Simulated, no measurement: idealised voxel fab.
A process module follows: voxel self aligned contacts.
Section shown: cut. Width: 240 nm. Cell size: 5 nm, square.
Each cross-section below is a grid of square cells, stated as bands in top-down order, with one or more rows of cells making up each band. Each band's line starts with the height of the band's top and of its bottom, in nm. Then come its materials from left to right, each with its width in nm. One material with "throughout" fills the band from edge to edge. "blank" is empty space. All heights in this document are referenced to 0, defined as the level beneath which the wafer, as received, consists entirely of one material. The lowest band is not bounded below; it extends indefinitely downward and is written in the form "0 down". Width: "30 to 40" (first number = top row, second number = bottom row, same change from row to row of cells). A step reported as "no change occurred" is a step in which no cell of the cross-section changed. "Listed closed voids" means: voids of 8 cells or more that are shut off from the top with no open way through. Written width x height at distance, distance from the left edge, in nm. Formally, on a step line, whatever follows the settings is a remark that the simulator itself makes on the step. Steps that use a mask can have "overlay nm" on their line. It says how far the mask sat to the right of where it was meant to be. Negative means to the left.
Steps planned for the process
1,RECEIVE with material Si
2,OXIDIZE with depth nm 5
3,DIRECTIONAL_DEP with material polySi, thk nm 30
4,DIRECTIONAL_DEP with material SiN, thk nm 20
5,PATTERN with tone cover, mask id GATE, material resist, width nm 25, pitch nm 70, thk nm 20, overlay nm 0
6,DIRECTIONAL_ETCH with etch materials SiN, depth nm 20
7,DIRECTIONAL_ETCH with etch materials polySi, depth nm 30
8,STRIP with etch materials resist
9,CONFORMAL_DEP with material SiN, thk nm 10
10,DIRECTIONAL_ETCH with etch materials SiN, depth nm 10
11,FILL_DEP with material SiO2, thk nm 10
12,CMP with height nm 55
13,PATTERN with tone open, mask id CONTACT, material resist, width nm 55, thk nm 15, overlay nm 0
14,DIRECTIONAL_ETCH with etch materials SiO2, depth nm 60
15,STRIP with etch materials resist
16,CONFORMAL_DEP with material TiN, thk nm 5
17,FILL_DEP with material W, thk nm 10
18,CMP with height nm 55
19,CONFORMAL_DEP with material SiCN, thk nm 5
As received (post step 1): cross-section
> 0 down = Si throughout
> Listed closed voids: none
Sectioned view, first of two wafers, at the close of the module, processed as intended in the plan
> 60 to 55 = SiCN throughout
> 55 to 50 = SiO2 (90); TiN (20); W (15); TiN (20); SiO2 (95)
> 50 to 30 = SiO2 (60); SiN (45); TiN (5); W (15); TiN (5); SiN (45); SiO2 (65)
> 30 to 0 = SiO2 (60); SiN (10); polySi (25); SiN (10); TiN (5); W (15); TiN (5); SiN (10); polySi (25); SiN (10); SiO2 (65)
> 0 to -5 = SiO2 (105); TiN (25); SiO2 (110)
> -5 down = Si throughout
> Listed closed voids: none
Second of two wafers, module complete, sectioned: it shares the first wafer's start and plan but was run with one mistake
> 60 to 55 = SiCN throughout
> 55 to 50 = W (55); TiN (35); SiO2 (55); TiN (35); W (60)
> 50 to 30 = W (55); TiN (5); SiN (45); SiO2 (25); SiN (45); TiN (5); W (60)
> 30 to 0 = W (55); TiN (5); SiN (10); polySi (25); SiN (10); SiO2 (25); SiN (10); polySi (25); SiN (10); TiN (5); W (60)
> 0 to -5 = TiN (60); SiO2 (115); TiN (65)
> -5 down = Si throughout
> Listed closed voids: none
Want to know what went wrong? step 13 did not happen as planned, as run it was PATTERN with tone cover, mask id CONTACT, material resist, width nm 55, thk nm 15, overlay nm 0
In the final state, the cell counts of the second wafer exceed or fall short of those of the first for the following materials: 246 fewer of SiO2, 26 more of TiN, 220 more of W
